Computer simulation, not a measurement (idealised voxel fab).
Documented hereafter: the process module known as voxel self aligned vias.
We display cut, a cross-section 180 nm in width whose square cells are each 5 nm.
Cross-section format: a grid of square cells, given as bands from top to bottom; each band is one or more rows of cells. The entry gives the band's vertical extent as a top height and a bottom height in nm, then its horizontal make-up as materials from left to right, each with a width in nm. "air" stands for empty space; a single material marked "all across" fills the band edge to edge. Note: height 0 marks the level under which the wafer is uniformly one material as received. Lowest band unbounded below, written "z 0 and below". A width such as "30->40" changes by the same amount from each row of cells to the next, from the band's top row to its bottom row. "left unchanged" after a step means that no cell of the cross-section changed. This entry, "Enclosed voids", enumerates those empty regions of no fewer than 8 cells that possess no open connection to the top. Each region is reported in the form width x height at distance, the distance being taken from the left edge, with all three quantities expressed in nm. On a step's line, text after the settings is the simulator commenting on that step. "overlay nm", when on a step's line for a step with a mask, measures how far to the right of its planned place the mask lay; a negative measure means to the left.
LISTED BELOW ARE THE PROCESS STEPS AS PLANNED
1) RECEIVE, material Si
2) CONFORMAL_DEP, material SiO2, thk nm 10
3) CONFORMAL_DEP, material SiCN, thk nm 5
4) DIRECTIONAL_DEP, material SiO2, thk nm 25
5) PATTERN, tone open, mask id LINES, material resist, width nm 30, pitch nm 55, thk nm 20, overlay nm 0
6) DIRECTIONAL_ETCH, etch materials SiO2, depth nm 25
7) STRIP, etch materials resist
8) CONFORMAL_DEP, material TiN, thk nm 5
9) FILL_DEP, material W, thk nm 10
10) CMP, height nm 40
11) SELECTIVE_ETCH, etch materials W Ru TiN, depth nm 10
12) FILL_DEP, material SiN, thk nm 5
13) CMP, height nm 40
14) DIRECTIONAL_DEP, material SiO2, thk nm 20
15) PATTERN, tone open, mask id VIAS, material resist, width nm 40, pitch nm 55, thk nm 20, overlay nm 0
16) DIRECTIONAL_ETCH, etch materials SiO2, depth nm 20
17) DIRECTIONAL_ETCH, etch materials SiN, depth nm 10
18) STRIP, etch materials resist
19) CONFORMAL_DEP, material TiN, thk nm 5
20) FILL_DEP, material Cu, thk nm 5
21) CMP, height nm 60
22) CONFORMAL_DEP, material SiN, thk nm 5
WAFER CROSS-SECTION ON RECEIPT, I.E. AFTER STEP 1
> z 0 and below | Si all across
> Enclosed voids: none
FIRST WAFER AT THE END, AS PLANNED
> z 65 to 60 | SiN all across
> z 60 to 45 | SiO2 (40), then TiN (5), then Cu (30), then TiN (5), then SiO2 (15), then TiN (5), then Cu (30), then TiN (5), then SiO2 (45)
> z 45 to 35 | SiO2 (40->45), then TiN (10->5), then Cu (20), then TiN (10->5), then SiO2 (15->25), then TiN (10->5), then Cu (20), then TiN (10->5), then SiO2 (45->50)
> z 35 to 30 | SiO2 (45), then TiN (30), then SiO2 (25), then TiN (30), then SiO2 (50)
> z 30 to 20 | SiO2 (45), then TiN (5), then W (20), then TiN (5), then SiO2 (25), then TiN (5), then W (20), then TiN (5), then SiO2 (50)
> z 20 to 15 | SiO2 (45), then TiN (30), then SiO2 (25), then TiN (30), then SiO2 (50)
> z 15 to 10 | SiCN all across
> z 10 to 0 | SiO2 all across
> z 0 and below | Si all across
> Enclosed voids: none
CROSS-SECTIONAL VIEW OF THE SECOND OF TWO WAFERS UPON COMPLETION OF THE MODULE. THIS WAFER SHARED ITS STARTING CONDITION AND PROCESS PLAN WITH THE FIRST; ONE ERROR WAS MADE DURING ITS EXECUTION
> z 65 to 60 | SiN all across
> z 60 to 40 | SiO2 (40), then TiN (5), then Cu (30), then TiN (5), then SiO2 (15), then TiN (5), then Cu (30), then TiN (5), then SiO2 (45)
> z 40 to 35 | SiN (40), then TiN (10), then Cu (20), then TiN (10), then SiN (15), then TiN (10), then Cu (20), then TiN (10), then SiN (45)
> z 35 to 30 | SiO2 (45), then TiN (30), then SiO2 (25), then TiN (30), then SiO2 (50)
> z 30 to 15 | SiO2 (45), then TiN (5), then W (20), then TiN (5), then SiO2 (25), then TiN (5), then W (20), then TiN (5), then SiO2 (50)
> z 15 to 10 | SiO2 (45), then TiN (30), then SiO2 (25), then TiN (30), then SiO2 (50)
> z 10 to 0 | SiO2 all across
> z 0 and below | Si all across
> Enclosed voids: none
The mistake made against the process plan was this: step 3 of the plan did not run at all; it was left out
Once processing is complete, comparing cell counts shows that the second wafer has more or fewer of certain materials than the first: +4 Cu; -36 SiCN; +20 SiN; +4 TiN; +8 W
